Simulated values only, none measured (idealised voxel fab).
process module | voxel capacitor over wiring
cross-section cut | 160 nm wide | cells 5 nm
A cross-section is a grid of square cells, given in bands from the top down. A band is one or more rows of cells.
Each band's line starts with the height of the band's top and of its bottom, in nm. Then come its materials from left to right, each with its width in nm. One material with "throughout" fills the band from edge to edge. "air" is empty space.
Height 0 is the level under which the wafer as received is all one material. The lowest band goes on downwards, as in "0 down".
A width such as "30 to 40" changes by the same amount from each row of cells to the next, from the band's top row to its bottom row.
"no change" after a step means that no cell of the cross-section changed.
closed voids: empty space of 8 cells or more with no open way to the top, each as width x height at its distance from the left edge, in nm
after a step's settings: what the simulator itself notes on the step
overlay nm, on a step with a mask: how far to the right of its planned place the mask lay; to the left if negative
plan
1 op RECEIVE | material Si
2 op CONFORMAL_DEP | material SiO2 | thk nm 15
3 op CONFORMAL_DEP | material SiCN | thk nm 5
4 op DIRECTIONAL_DEP | material lowk | thk nm 15
5 op PATTERN | tone open | mask id METAL_1 | material resist | width nm 30 | pitch nm 95 | thk nm 20 | overlay nm 0
6 op DIRECTIONAL_ETCH | etch materials lowk | depth nm 15
7 op DIRECTIONAL_ETCH | etch materials SiCN | depth nm 5
8 op STRIP | etch materials resist
9 op CONFORMAL_DEP | material TiN | thk nm 5
10 op FILL_DEP | material Ru | thk nm 10
11 op CMP | height nm 35
12 op CONFORMAL_DEP | material SiCN | thk nm 5
13 op DIRECTIONAL_DEP | material lowk | thk nm 10
14 op MASKED_ETCH | tone open | mask id PLUG_1 | width nm 15 | etch materials lowk | depth nm 10 | overlay nm 0
15 op MASKED_ETCH | tone open | mask id PLUG_1 | width nm 15 | etch materials SiCN | depth nm 5 | overlay nm 0
16 op EPI | material Ru | thk nm 10
17 op EPI | material Ru | thk nm 5
18 op DIRECTIONAL_DEP | material TiN | thk nm 5
19 op DIRECTIONAL_DEP | material Al2O3 | thk nm 5
20 op DIRECTIONAL_DEP | material TiN | thk nm 10
21 op MASKED_ETCH | tone cover | mask id UPPER_PLATE | width nm 60 | etch materials TiN | depth nm 10 | overlay nm 0
22 op MASKED_ETCH | tone cover | mask id UPPER_PLATE | width nm 70 | etch materials Al2O3 | depth nm 5 | overlay nm 0
23 op PATTERN | tone cover | mask id LOWER_PLATE | material resist | width nm 80 | thk nm 20 | overlay nm 0
24 op DIRECTIONAL_ETCH | etch materials TiN | depth nm 5
25 op STRIP | etch materials resist
26 op FILL_DEP | material SiO2 | thk nm 15
27 op CMP | height nm 80
28 op PATTERN | tone open | mask id PLUG_2 | material resist | width nm 15 | thk nm 15 | overlay nm 0
29 op DIRECTIONAL_ETCH | etch materials SiO2 | depth nm 10
30 op STRIP | etch materials resist
31 op CONFORMAL_DEP | material TiN | thk nm 5
32 op FILL_DEP | material Cu | thk nm 10
33 op CMP | height nm 80
34 op CONFORMAL_DEP | material SiN | thk nm 5
varied across the wafers: width nm of step 21. The plan shows the first wafer's value. All wafers start alike
first wafer as received, after step 1
  0 down: Si throughout
  closed voids: none
first wafer at the end, after step 34
  85 to 80: SiN throughout
  80 to 75: SiO2 40 | TiN 5 | Cu 5 | TiN 5 | SiO2 105
  75 to 70: SiO2 40 | TiN 15 | SiO2 105
  70 to 60: SiO2 35 | TiN 60 | SiO2 65
  60 to 55: SiO2 30 | Al2O3 70 | SiO2 60
  55 to 50: SiO2 25 | TiN 80 | SiO2 55
  50 to 40: lowk 30 | Ru 15 | lowk 115
  40 to 35: SiCN 30 | Ru 15 | SiCN 115
  35 to 20: lowk 15 | TiN 5 | Ru 20 | TiN 5 | lowk 65 | TiN 5 | Ru 20 | TiN 5 | lowk 20
  20 to 15: SiCN 15 | TiN 30 | SiCN 65 | TiN 30 | SiCN 20
  15 to 0: SiO2 throughout
  0 down: Si throughout
  closed voids: none
last wafer at the end
  85 to 80: SiN throughout
  80 to 75: SiO2 40 | TiN 5 | Cu 5 | TiN 5 | SiO2 105
  75 to 65: SiO2 40 to 25 | TiN 15 to 80 | SiO2 105 to 55
  65 to 60: SiO2 25 | TiN 85 | SiO2 50
  60 to 55: SiO2 25 | Al2O3 85 | SiO2 50
  55 to 50: SiO2 25 | TiN 85 | SiO2 50
  50 to 40: lowk 30 | Ru 15 | lowk 115
  40 to 35: SiCN 30 | Ru 15 | SiCN 115
  35 to 20: lowk 15 | TiN 5 | Ru 20 | TiN 5 | lowk 65 | TiN 5 | Ru 20 | TiN 5 | lowk 20
  20 to 15: SiCN 15 | TiN 30 | SiCN 65 | TiN 30 | SiCN 20
  15 to 0: SiO2 throughout
  0 down: Si throughout
  closed voids: none
each wafer at the end: cells of each material gained (+) or lost (-) since it was received, then its closed voids
width nm 60 | +14 Al2O3 | +1 Cu | +33 Ru | +49 SiCN | +32 SiN | +228 SiO2 | +69 TiN | +118 lowk | closed voids: none
width nm 65 | +14 Al2O3 | +1 Cu | +33 Ru | +49 SiCN | +32 SiN | +226 SiO2 | +71 TiN | +118 lowk | closed voids: none
width nm 70 | +14 Al2O3 | +1 Cu | +33 Ru | +49 SiCN | +32 SiN | +224 SiO2 | +73 TiN | +118 lowk | closed voids: none
width nm 75 | +15 Al2O3 | +1 Cu | +33 Ru | +49 SiCN | +32 SiN | +221 SiO2 | +75 TiN | +118 lowk | closed voids: none
width nm 80 | +16 Al2O3 | +1 Cu | +33 Ru | +49 SiCN | +32 SiN | +218 SiO2 | +77 TiN | +118 lowk | closed voids: none
width nm 85 | +17 Al2O3 | +1 Cu | +33 Ru | +49 SiCN | +32 SiN | +215 SiO2 | +79 TiN | +118 lowk | closed voids: none
